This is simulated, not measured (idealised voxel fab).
voxel trench capacitor: a process module
The cross-section on display is named cut; it measures 260 nm wide, and its cells are 5 nm squares.
Throughout this document, each cross-section is represented as a grid of square cells and is presented as a sequence of bands enumerated from the top downward, where a band comprises one or more rows of cells.
Read a band's entry like this: the first values are the height of its top and the height of its bottom in nm, and what follows is the sequence of materials from left to right, each with its width in nm. Note that "blank" is empty space, and that a single material marked "full width" reaches across the band from edge to edge.
Heads up on the height convention: 0 is the point under which the incoming wafer is all one material, and the lowest band has no bottom, it just keeps going down, like "0 and below".
A width given as "30 to 40" starts at the first number in the band's top row and ends at the second number in its bottom row, shifting by an equal amount at every step from row to row.
Where the words "remained unchanged" appear for a step, the cross-section shows no cell changed by that step; every cell remained as before.
What "Sealed internal cavities" gives you is every empty space of 8 cells or more that is cut off from the top. Each appears as width x height at distance, with the distance taken from the left edge and width, height and distance all in nm.
If you see something after the settings on a step's line, that's the simulator's own remark about that step.
If you see "overlay nm" on a step's line and that step has a mask, it's telling you how far right of where it was planned the mask ended up; a negative number means it went left instead.
STEPS IN THE PROCESS PLAN
- 1: RECEIVE [material Si]
- 2: CONFORMAL_DEP [material SiN] [thk nm 5]
- 3: DIRECTIONAL_DEP [material aC] [thk nm 10]
- 4: PATTERN [tone open] [mask id TRENCH] [material resist] [width nm 20] [pitch nm 40] [thk nm 30] [overlay nm 0]
- 5: DIRECTIONAL_ETCH [etch materials aC] [depth nm 10]
- 6: STRIP [etch materials resist]
- 7: DIRECTIONAL_ETCH [etch materials SiN] [depth nm 5]
- 8: DIRECTIONAL_ETCH [etch materials Si] [depth nm 30]
- 9: STRIP [etch materials aC]
- 10: CONFORMAL_DEP [material Al2O3] [thk nm 5]
- 11: FILL_DEP [material polySi] [thk nm 10]
- 12: CMP [height nm 5]
FIRST OUT OF TWO WAFERS; RUN WENT TO PLAN
INCOMING WAFER, CROSS-SECTIONAL VIEW, POST STEP 1
- 0 and below  Si full width
- Sealed internal cavities: none
YOU'RE LOOKING AT A CROSS-SECTION OF THE WAFER AFTER STEP 2
- 5 down to 0  SiN full width
- Anything lower than 0 is untouched.
YOU'RE LOOKING AT A CROSS-SECTION OF THE WAFER AFTER STEP 3
- 15 down to 5  aC full width
- Anything lower than 5 is untouched.
YOU'RE LOOKING AT A CROSS-SECTION OF THE WAFER AFTER STEP 4
- 45 down to 15  resist: 100  blank: 20  resist: 20  blank: 20  resist: 100
- Anything lower than 15 is untouched.
YOU'RE LOOKING AT A CROSS-SECTION OF THE WAFER AFTER STEP 5
- 35 down to 15  resist: 100  blank: 20  resist: 20  blank: 20  resist: 100
- 15 down to 5  aC: 100  blank: 20  aC: 20  blank: 20  aC: 100
- Anything lower than 5 is untouched.
YOU'RE LOOKING AT A CROSS-SECTION OF THE WAFER AFTER STEP 6
- 15 down to 5  aC: 100  blank: 20  aC: 20  blank: 20  aC: 100
- Anything lower than 5 is untouched.
YOU'RE LOOKING AT A CROSS-SECTION OF THE WAFER AFTER STEP 7
- 15 down to 5  aC: 100  blank: 20  aC: 20  blank: 20  aC: 100
- 5 down to 0  SiN: 100  blank: 20  SiN: 20  blank: 20  SiN: 100
- Anything lower than 0 is untouched.
YOU'RE LOOKING AT A CROSS-SECTION OF THE WAFER AFTER STEP 8
- 15 down to 5  aC: 100  blank: 20  aC: 20  blank: 20  aC: 100
- 5 down to 0  SiN: 100  blank: 20  SiN: 20  blank: 20  SiN: 100
- 0 down to -30  Si: 100  blank: 20  Si: 20  blank: 20  Si: 100
- Anything lower than -30 is untouched.
YOU'RE LOOKING AT A CROSS-SECTION OF THE WAFER AFTER STEP 9
- 5 down to 0  SiN: 100  blank: 20  SiN: 20  blank: 20  SiN: 100
- Anything lower than 0 is untouched.
YOU'RE LOOKING AT A CROSS-SECTION OF THE WAFER AFTER STEP 10
- 10 down to 5  Al2O3: 105  blank: 10  Al2O3: 30  blank: 10  Al2O3: 105
- 5 down to 0  SiN: 100  Al2O3: 5  blank: 10  Al2O3: 5  SiN: 20  Al2O3: 5  blank: 10  Al2O3: 5  SiN: 100
- 0 down to -25  Si: 100  Al2O3: 5  blank: 10  Al2O3: 5  Si: 20  Al2O3: 5  blank: 10  Al2O3: 5  Si: 100
- -25 down to -30  Si: 100  Al2O3: 20  Si: 20  Al2O3: 20  Si: 100
- Anything lower than -30 is untouched.
YOU'RE LOOKING AT A CROSS-SECTION OF THE WAFER AFTER STEP 11
- 20 down to 10  polySi full width
- 10 down to 5  Al2O3: 105  polySi: 10  Al2O3: 30  polySi: 10  Al2O3: 105
- 5 down to 0  SiN: 100  Al2O3: 5  polySi: 10  Al2O3: 5  SiN: 20  Al2O3: 5  polySi: 10  Al2O3: 5  SiN: 100
- 0 down to -25  Si: 100  Al2O3: 5  polySi: 10  Al2O3: 5  Si: 20  Al2O3: 5  polySi: 10  Al2O3: 5  Si: 100
- Anything lower than -25 is untouched.
YOU'RE LOOKING AT A CROSS-SECTION OF THE WAFER AFTER STEP 12
- 5 down to 0  SiN: 100  Al2O3: 5  polySi: 10  Al2O3: 5  SiN: 20  Al2O3: 5  polySi: 10  Al2O3: 5  SiN: 100
- Anything lower than 0 is untouched.
IT IS TO BE NOTED THAT THE SECOND WAFER PROCEEDED FROM THE SAME INITIAL STATE AND ACCORDING TO THE SAME PLAN AS THE FIRST, ALTHOUGH ONE MISTAKE WAS COMMITTED IN ITS EXECUTION; THROUGH STEP 9, INCLUSIVE, THE TWO WAFERS SHARE AN IDENTICAL HISTORY
SECOND WAFER: CROSS-SECTION AT THE SCHEDULED END OF STEP 10
- 10 down to 0  SiN: 105  blank: 10  SiN: 30  blank: 10  SiN: 105
- 0 down to -25  Si: 100  SiN: 5  blank: 10  SiN: 5  Si: 20  SiN: 5  blank: 10  SiN: 5  Si: 100
- -25 down to -30  Si: 100  SiN: 20  Si: 20  SiN: 20  Si: 100
- Anything lower than -30 is untouched.
SECOND WAFER: CROSS-SECTION AT THE SCHEDULED END OF STEP 11
- 20 down to 10  polySi full width
- 10 down to 0  SiN: 105  polySi: 10  SiN: 30  polySi: 10  SiN: 105
- 0 down to -25  Si: 100  SiN: 5  polySi: 10  SiN: 5  Si: 20  SiN: 5  polySi: 10  SiN: 5  Si: 100
- Anything lower than -25 is untouched.
SECOND WAFER: CROSS-SECTION AT THE SCHEDULED END OF STEP 12
- 5 down to 0  SiN: 105  polySi: 10  SiN: 30  polySi: 10  SiN: 105
- Anything lower than 0 is untouched.
What was done differently from what was planned? in deviation from the planned setting, step 10 was conducted as CONFORMAL_DEP [material SiN] [thk nm 5]
At the finish, the second wafer shows more or fewer cells for some materials than the first does: Al2O3 -32 | SiN +32
